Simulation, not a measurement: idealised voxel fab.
The process module presented herein is designated voxel spacer lines.
Each square cell in cross-section cut measures 5 nm, and the section as a whole is 240 nm wide.
Cross-section layout: square cells on a grid; listed as bands, top to bottom; a band spans one or more cell rows. Per band: top height and bottom height in nm, followed by the left-to-right materials and their widths in nm; "everywhere" marks a single material spanning edge to edge, "blank" marks empty space. Ref level 0: as-received wafer is one material below here. Bottom band extends down with no lower bound ("0 nm and below"). Width "30..40": first value at the band's top row of cells, second value at its bottom row, equal change from row to row. Step marked "no modification"? Then no cell in the cross-section changed in it. "Sealed-off cavities": empty spaces of 8 cells or more with no open way to the top, each given as width x height at distance, distance from the left edge, all in nm. On a step's line, text after the settings is the simulator commenting on that step. A step line may carry the setting "overlay nm", which, for steps involving a mask, states the distance by which the mask lay to the right of its intended position; negative values denote displacement to the left.

Planned process steps
1,RECEIVE | material Si
2,CONFORMAL_DEP | material Al2O3 | thk nm 10
3,DIRECTIONAL_DEP | material polySi | thk nm 20
4,DIRECTIONAL_DEP | material aC | thk nm 30
5,PATTERN | tone cover | mask id MANDREL | material resist | width nm 20 | pitch nm 60 | thk nm 40 | overlay nm 0
6,DIRECTIONAL_ETCH | etch materials aC | depth nm 30
7,STRIP | etch materials resist
8,CONFORMAL_DEP | material SiO2 | thk nm 10
9,DIRECTIONAL_ETCH | etch materials SiO2 | depth nm 10
10,STRIP | etch materials aC
11,DIRECTIONAL_ETCH | etch materials polySi | depth nm 20
12,STRIP | etch materials SiO2

As-received wafer cross-section (after step 1)
* 0 nm and below = Si everywhere
* Sealed-off cavities: none

As-planned run: cross-section of the first of two wafers at end of module
* 30 nm to 10 nm = blank: 40  polySi: 10  blank: 20  polySi: 10  blank: 20  polySi: 10  blank: 20  polySi: 10  blank: 20  polySi: 10  blank: 20  polySi: 10  blank: 40
* 10 nm to 0 nm = Al2O3 everywhere
* 0 nm and below = Si everywhere
* Sealed-off cavities: none

Wafer two (of two), end-of-module cross-section: start = wafer one, plan = wafer one, one run mistake
* 40 nm to 10 nm = polySi everywhere
* 10 nm to 0 nm = Al2O3 everywhere
* 0 nm and below = Si everywhere
* Sealed-off cavities: none
What was the processing mistake? step 4 changed vs plan, executed as DIRECTIONAL_DEP | material polySi | thk nm 30
End of process, cell counts, second wafer against first, materials with more or fewer: polySi +240
